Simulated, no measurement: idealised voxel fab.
The process module that follows is named voxel transistor to metal.
Pictured: cross-section cut, 290 nm wide, on a grid of 5 nm square cells.
This document writes a cross-section as a grid whose cells are square, and gives it as bands, listed from the top down; one or more rows of cells form a band. Band: top height; bottom height; in nm. Then, left to right: material with width in nm, for each material. "all across": a single material spanning edge to edge. "empty": empty space. For the purposes of this specification, 0 denotes the height below which the wafer in its as-received condition is composed wholly of one material, and the lowermost band, lacking a lower limit, extends downward without end, as expressed in "z 0 and below". The expression "30 to 40" gives the width at the extremes of the band, the first number at its top row of cells and the second at its bottom row, with the width changing by equal amounts from each row to the next in between. A step reported as "stayed the same" is a step in which no cell of the cross-section changed. "Voids lacking openings": sealed empty spaces, 8 cells or more, no open way to top, listed width x height at distance, with distance from the left edge and width, height and distance in nm. Text after the settings on a step's line: the simulator's own remark on that step. The setting "overlay nm" may be written on the line of a step. When the step uses a mask, the value reports how far to the right of the planned place the mask lay, and a negative value reports that it lay to the left.
[Set out below are the planned steps of the process]
1) RECEIVE, material Si
2) OXIDIZE, depth nm 5
3) CONFORMAL_DEP, material SiN, thk nm 15
4) DIRECTIONAL_DEP, material aC, thk nm 15
5) PATTERN, tone cover, mask id ACTIVE, material resist, width nm 105, pitch nm 125, thk nm 30, overlay nm 0
6) DIRECTIONAL_ETCH, etch materials aC, depth nm 15
7) STRIP, etch materials resist
8) DIRECTIONAL_ETCH, etch materials SiN, depth nm 15
9) DIRECTIONAL_ETCH, etch materials SiO2, depth nm 5
10) DIRECTIONAL_ETCH, etch materials Si, depth nm 25
11) STRIP, etch materials aC
12) OXIDIZE, depth nm 5
13) FILL_DEP, material SiO2, thk nm 10
14) CMP, height nm 15
15) SELECTIVE_ETCH, etch materials SiO2, depth nm 15
16) STRIP, etch materials SiN
17) SELECTIVE_ETCH, etch materials SiO2, depth nm 5
18) OXIDIZE, depth nm 5
19) DIRECTIONAL_DEP, material polySi, thk nm 20
20) DIRECTIONAL_DEP, material SiCN, thk nm 10
21) MASKED_ETCH, tone cover, mask id GATE, width nm 25, pitch nm 125, etch materials SiCN, depth nm 20, overlay nm 0
22) MASKED_ETCH, tone cover, mask id GATE, width nm 25, pitch nm 125, etch materials polySi, depth nm 30, overlay nm 0
23) CONFORMAL_DEP, material SiO2, thk nm 5
24) DIRECTIONAL_ETCH, etch materials SiO2, depth nm 5
25) CONFORMAL_DEP, material SiN, thk nm 10
26) DIRECTIONAL_ETCH, etch materials SiN, depth nm 10
27) DIRECTIONAL_ETCH, etch materials SiO2, depth nm 5
28) DIRECTIONAL_ETCH, etch materials Si, depth nm 15
29) EPI, material nSi, thk nm 20
30) FILL_DEP, material SiO2, thk nm 10
31) CMP, height nm 25
32) DIRECTIONAL_DEP, material SiO2, thk nm 15
33) MASKED_ETCH, tone open, mask id CONTACT, width nm 20, etch materials SiO2, depth nm 30, overlay nm 0
34) CONFORMAL_DEP, material TiN, thk nm 5
35) FILL_DEP, material Ru, thk nm 5
36) CMP, height nm 40
37) CONFORMAL_DEP, material SiCN, thk nm 5
38) DIRECTIONAL_DEP, material SiO2, thk nm 25
39) DIRECTIONAL_DEP, material aC, thk nm 10
40) PATTERN, tone open, mask id METAL_1, material resist, width nm 20, thk nm 30, overlay nm 0
41) DIRECTIONAL_ETCH, etch materials aC, depth nm 10
42) STRIP, etch materials resist
43) DIRECTIONAL_ETCH, etch materials SiO2, depth nm 25
44) DIRECTIONAL_ETCH, etch materials SiCN, depth nm 5
45) STRIP, etch materials aC
46) CONFORMAL_DEP, material TiN, thk nm 5
47) FILL_DEP, material Cu, thk nm 10
48) CMP, height nm 70
49) CONFORMAL_DEP, material SiCN, thk nm 5
50) DIRECTIONAL_DEP, material SiO2, thk nm 25
51) PATTERN, tone open, mask id METAL_2, material resist, width nm 20, pitch nm 125, thk nm 20, overlay nm 0
52) DIRECTIONAL_ETCH, etch materials SiO2, depth nm 15
53) STRIP, etch materials resist
54) DIRECTIONAL_DEP, material aC, thk nm 15
55) PATTERN, tone open, mask id METAL_2_HOLES, material resist, width nm 15, pitch nm 125, thk nm 30, overlay nm 0
56) DIRECTIONAL_ETCH, etch materials aC, depth nm 15
57) STRIP, etch materials resist
58) DIRECTIONAL_ETCH, etch materials SiO2, depth nm 10
59) DIRECTIONAL_ETCH, etch materials SiCN, depth nm 5
60) STRIP, etch materials aC
61) CONFORMAL_DEP, material TiN, thk nm 5
62) FILL_DEP, material Ru, thk nm 10
63) CMP, height nm 100
64) CONFORMAL_DEP, material SiCN, thk nm 5
varied across the wafers: width nm of step 55. The plan shows the first wafer's value. All wafers start alike
[Cross-section of the first of several received wafers, showing its state after step 1]
z 0 and below = Si all across
Voids lacking openings: none
[End-of-module cross-section, first of several wafers, after last step 64]
z 105 to 100 = SiCN all across
z 100 to 90 = SiO2 (35), then TiN (5), then Ru (10), then TiN (5), then SiO2 (105), then TiN (5), then Ru (10), then TiN (5), then SiO2 (110)
z 90 to 85 = SiO2 (35), then TiN (5), then Ru (5), then TiN (10), then SiO2 (105), then TiN (5), then Ru (5), then TiN (10), then SiO2 (110)
z 85 to 75 = SiO2 (35), then TiN (5), then Ru (5), then TiN (5), then SiO2 (110), then TiN (5), then Ru (5), then TiN (5), then SiO2 (115)
z 75 to 70 = SiCN (35), then TiN (15), then SiCN (110), then TiN (15), then SiCN (115)
z 70 to 45 = SiO2 (35), then TiN (5), then Cu (10), then TiN (5), then SiO2 (55), then TiN (5), then Cu (10), then TiN (5), then SiO2 (30), then TiN (5), then Cu (10), then TiN (5), then SiO2 (55), then TiN (5), then Cu (10), then TiN (5), then SiO2 (35)
z 45 to 40 = SiCN (35), then TiN (20), then SiCN (55), then TiN (20), then SiCN (30), then TiN (20), then SiCN (55), then TiN (20), then SiCN (35)
z 40 to 25 = SiO2 (35), then TiN (5), then Ru (10), then TiN (5), then SiO2 (55), then TiN (5), then Ru (10), then TiN (5), then SiO2 (30), then TiN (5), then Ru (10), then TiN (5), then SiO2 (55), then TiN (5), then Ru (10), then TiN (5), then SiO2 (35)
z 25 to 15 = SiO2 (35), then TiN (5), then Ru (10), then TiN (5), then SiN (10), then SiO2 (5), then SiCN (25), then SiO2 (5), then SiN (10), then TiN (5), then Ru (10), then TiN (5), then SiO2 (30), then TiN (5), then Ru (10), then TiN (5), then SiN (10), then SiO2 (5), then SiCN (25), then SiO2 (5), then SiN (10), then TiN (5), then Ru (10), then TiN (5), then SiO2 (35)
z 15 to 10 = SiO2 (35), then TiN (20), then SiN (10), then SiO2 (5), then polySi (25), then SiO2 (5), then SiN (10), then TiN (20), then SiO2 (30), then TiN (20), then SiN (10), then SiO2 (5), then polySi (25), then SiO2 (5), then SiN (10), then TiN (20), then SiO2 (35)
z 10 to -5 = SiO2 (35), then nSi (20), then SiN (10), then SiO2 (5), then polySi (25), then SiO2 (5), then SiN (10), then nSi (20), then SiO2 (30), then nSi (20), then SiN (10), then SiO2 (5), then polySi (25), then SiO2 (5), then SiN (10), then nSi (20), then SiO2 (35)
z -5 to -10 = SiO2 (30), then nSi (25), then SiO2 (55), then nSi (25), then SiO2 (20), then nSi (25), then SiO2 (55), then nSi (25), then SiO2 (30)
z -10 to -25 = SiO2 (35), then nSi (20), then Si (55), then nSi (20), then SiO2 (30), then nSi (20), then Si (55), then nSi (20), then SiO2 (35)
z -25 to -35 = SiO2 (35), then Si (95), then SiO2 (30), then Si (95), then SiO2 (35)
z -35 and below = Si all across
Voids lacking openings: none
[A cross-section through the last wafer at the close of the module]
z 105 to 100 = SiCN all across
z 100 to 90 = SiO2 (30), then TiN (5 to 10), then Ru (20 to 10), then TiN (5 to 10), then SiO2 (95), then TiN (5 to 10), then Ru (20 to 10), then TiN (5 to 10), then SiO2 (105)
z 90 to 75 = SiO2 (35), then TiN (5), then Ru (10), then TiN (5), then SiO2 (105), then TiN (5), then Ru (10), then TiN (5), then SiO2 (110)
z 75 to 70 = SiCN (35), then TiN (20), then SiCN (105), then TiN (20), then SiCN (110)
z 70 to 45 = SiO2 (35), then TiN (5), then Cu (10), then TiN (5), then SiO2 (55), then TiN (5), then Cu (10), then TiN (5), then SiO2 (30), then TiN (5), then Cu (10), then TiN (5), then SiO2 (55), then TiN (5), then Cu (10), then TiN (5), then SiO2 (35)
z 45 to 40 = SiCN (35), then TiN (20), then SiCN (55), then TiN (20), then SiCN (30), then TiN (20), then SiCN (55), then TiN (20), then SiCN (35)
z 40 to 25 = SiO2 (35), then TiN (5), then Ru (10), then TiN (5), then SiO2 (55), then TiN (5), then Ru (10), then TiN (5), then SiO2 (30), then TiN (5), then Ru (10), then TiN (5), then SiO2 (55), then TiN (5), then Ru (10), then TiN (5), then SiO2 (35)
z 25 to 15 = SiO2 (35), then TiN (5), then Ru (10), then TiN (5), then SiN (10), then SiO2 (5), then SiCN (25), then SiO2 (5), then SiN (10), then TiN (5), then Ru (10), then TiN (5), then SiO2 (30), then TiN (5), then Ru (10), then TiN (5), then SiN (10), then SiO2 (5), then SiCN (25), then SiO2 (5), then SiN (10), then TiN (5), then Ru (10), then TiN (5), then SiO2 (35)
z 15 to 10 = SiO2 (35), then TiN (20), then SiN (10), then SiO2 (5), then polySi (25), then SiO2 (5), then SiN (10), then TiN (20), then SiO2 (30), then TiN (20), then SiN (10), then SiO2 (5), then polySi (25), then SiO2 (5), then SiN (10), then TiN (20), then SiO2 (35)
z 10 to -5 = SiO2 (35), then nSi (20), then SiN (10), then SiO2 (5), then polySi (25), then SiO2 (5), then SiN (10), then nSi (20), then SiO2 (30), then nSi (20), then SiN (10), then SiO2 (5), then polySi (25), then SiO2 (5), then SiN (10), then nSi (20), then SiO2 (35)
z -5 to -10 = SiO2 (30), then nSi (25), then SiO2 (55), then nSi (25), then SiO2 (20), then nSi (25), then SiO2 (55), then nSi (25), then SiO2 (30)
z -10 to -25 = SiO2 (35), then nSi (20), then Si (55), then nSi (20), then SiO2 (30), then nSi (20), then Si (55), then nSi (20), then SiO2 (35)
z -25 to -35 = SiO2 (35), then Si (95), then SiO2 (30), then Si (95), then SiO2 (35)
z -35 and below = Si all across
Voids lacking openings: none
[Per wafer (row), end of module: delta in cells per material since receipt, (+) for gained, (-) for lost; closed voids after that]
width nm 15 | +40 Cu | +54 Ru | -264 Si | +172 SiCN | +48 SiN | +872 SiO2 | +140 TiN | +116 nSi | +40 polySi | Voids lacking openings: none
width nm 20 | +40 Cu | +60 Ru | -264 Si | +170 SiCN | +48 SiN | +868 SiO2 | +140 TiN | +116 nSi | +40 polySi | Voids lacking openings: none
width nm 25 | +40 Cu | +62 Ru | -264 Si | +170 SiCN | +48 SiN | +864 SiO2 | +142 TiN | +116 nSi | +40 polySi | Voids lacking openings: none
width nm 30 | +40 Cu | +64 Ru | -264 Si | +170 SiCN | +48 SiN | +860 SiO2 | +144 TiN | +116 nSi | +40 polySi | Voids lacking openings: none
